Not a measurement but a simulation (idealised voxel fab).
A process module follows: voxel self aligned vias.
Shown is cross-section cut, with a width of 165 nm and square cells of size 5 nm.
Reading order for cross-sections: top band down to bottom band. Underlying form: a grid of square cells. Band size: one or more rows of cells. A band entry consists of two parts. The first gives the height of the band's top and the height of its bottom, in nm. The rest lists the band's materials from left to right, each with its width in nm. A single material labelled with the word "all across" fills the band from edge to edge, and the word "blank" marks empty space. A quick word on heights: they are counted from 0, and under that level the wafer as it came to us is one material throughout. The lowest band is different from the rest in having no bottom; it simply continues downward, written as in "from 0 down". Think of "30->40" as a width that walks from the first number to the second as you go down the band, top row to bottom row, taking equal-sized steps from row to row. The cross-section has no changed cell in any step marked "remains unaltered". The label "Fully sealed cavities" introduces a list of the empty spaces, 8 cells or larger, that have no open way up to the top; each entry in it reads width x height at distance, where the distance is taken from the left edge and all three are stated in nm. Note: text after step settings on the step line = simulator remark on that step. What "overlay nm" on a step's line means: if the step has a mask, that mask lay this far to the right of its planned place, or, when the value is negative, to the left.
**Steps in the process plan**
step 1: RECEIVE,material Si
step 2: CONFORMAL_DEP,material SiO2,thk nm 10
step 3: CONFORMAL_DEP,material SiCN,thk nm 5
step 4: DIRECTIONAL_DEP,material lowk,thk nm 25
step 5: PATTERN,tone open,mask id LINES,material resist,width nm 20,pitch nm 70,thk nm 15,overlay nm 0
step 6: DIRECTIONAL_ETCH,etch materials lowk,depth nm 25
step 7: STRIP,etch materials resist
step 8: CONFORMAL_DEP,material TiN,thk nm 5
step 9: FILL_DEP,material Ru,thk nm 10
step 10: CMP,height nm 40
step 11: SELECTIVE_ETCH,etch materials W Ru TiN,depth nm 10
step 12: FILL_DEP,material SiN,thk nm 10
step 13: CMP,height nm 40
step 14: DIRECTIONAL_DEP,material lowk,thk nm 20
step 15: MASKED_ETCH,tone open,mask id VIAS,width nm 30,etch materials lowk,depth nm 20,overlay nm 0
step 16: MASKED_ETCH,tone open,mask id VIAS,width nm 40,etch materials SiN,depth nm 10,overlay nm 0
step 17: CONFORMAL_DEP,material TiN,thk nm 5
step 18: FILL_DEP,material Ru,thk nm 5
step 19: CMP,height nm 60
step 20: CONFORMAL_DEP,material SiCN,thk nm 5
Split variable: width nm, step 15. Plan value = first wafer. Wafers start alike.
**The first of several wafers in cross-section, exactly as it reached us after step 1**
    from 0 down: Si all across
    Fully sealed cavities: none
**Wafer cross-section (first of several) - module end, post step 20 (last step)**
    from 65 to 60: SiCN all across
    from 60 to 45: lowk 30, TiN 5, Ru 20, TiN 5, lowk 105
    from 45 to 40: lowk 30, TiN 10, Ru 10, TiN 10, lowk 105
    from 40 to 35: lowk 35, TiN 5, Ru 10, TiN 5, lowk 50, SiN 20, lowk 40
    from 35 to 30: lowk 35, TiN 20, lowk 50, SiN 20, lowk 40
    from 30 to 20: lowk 35, TiN 5, Ru 10, TiN 5, lowk 50, TiN 5, Ru 10, TiN 5, lowk 40
    from 20 to 15: lowk 35, TiN 20, lowk 50, TiN 20, lowk 40
    from 15 to 10: SiCN all across
    from 10 to 0: SiO2 all across
    from 0 down: Si all across
    Fully sealed cavities: none
**Cross-sectional view of the final wafer of several at the module's end**
    from 65 to 60: SiCN all across
    from 60 to 45: lowk 20, TiN 5, Ru 45, TiN 5, lowk 90
    from 45 to 40: lowk 20, TiN 20, Ru 10, TiN 25, lowk 90
    from 40 to 35: lowk 35, TiN 5, Ru 10, TiN 5, lowk 50, SiN 20, lowk 40
    from 35 to 30: lowk 35, TiN 20, lowk 50, SiN 20, lowk 40
    from 30 to 20: lowk 35, TiN 5, Ru 10, TiN 5, lowk 50, TiN 5, Ru 10, TiN 5, lowk 40
    from 20 to 15: lowk 35, TiN 20, lowk 50, TiN 20, lowk 40
    from 15 to 10: SiCN all across
    from 10 to 0: SiO2 all across
    from 0 down: Si all across
    Fully sealed cavities: none
**Every row in this table is a wafer at the end of the module, and it gives, for each of the materials, the cells that wafer has gained (+) or lost (-) since it was received, then its closed voids**
width nm 30 | +24 Ru | +66 SiCN | +8 SiN | +66 SiO2 | +32 TiN | +233 lowk | Fully sealed cavities: none
width nm 35 | +27 Ru | +66 SiCN | +8 SiN | +66 SiO2 | +33 TiN | +229 lowk | Fully sealed cavities: none
width nm 40 | +30 Ru | +66 SiCN | +8 SiN | +66 SiO2 | +34 TiN | +225 lowk | Fully sealed cavities: none
width nm 45 | +33 Ru | +66 SiCN | +8 SiN | +66 SiO2 | +35 TiN | +221 lowk | Fully sealed cavities: none
width nm 50 | +36 Ru | +66 SiCN | +8 SiN | +66 SiO2 | +36 TiN | +217 lowk | Fully sealed cavities: none
width nm 55 | +39 Ru | +66 SiCN | +8 SiN | +66 SiO2 | +37 TiN | +213 lowk | Fully sealed cavities: none
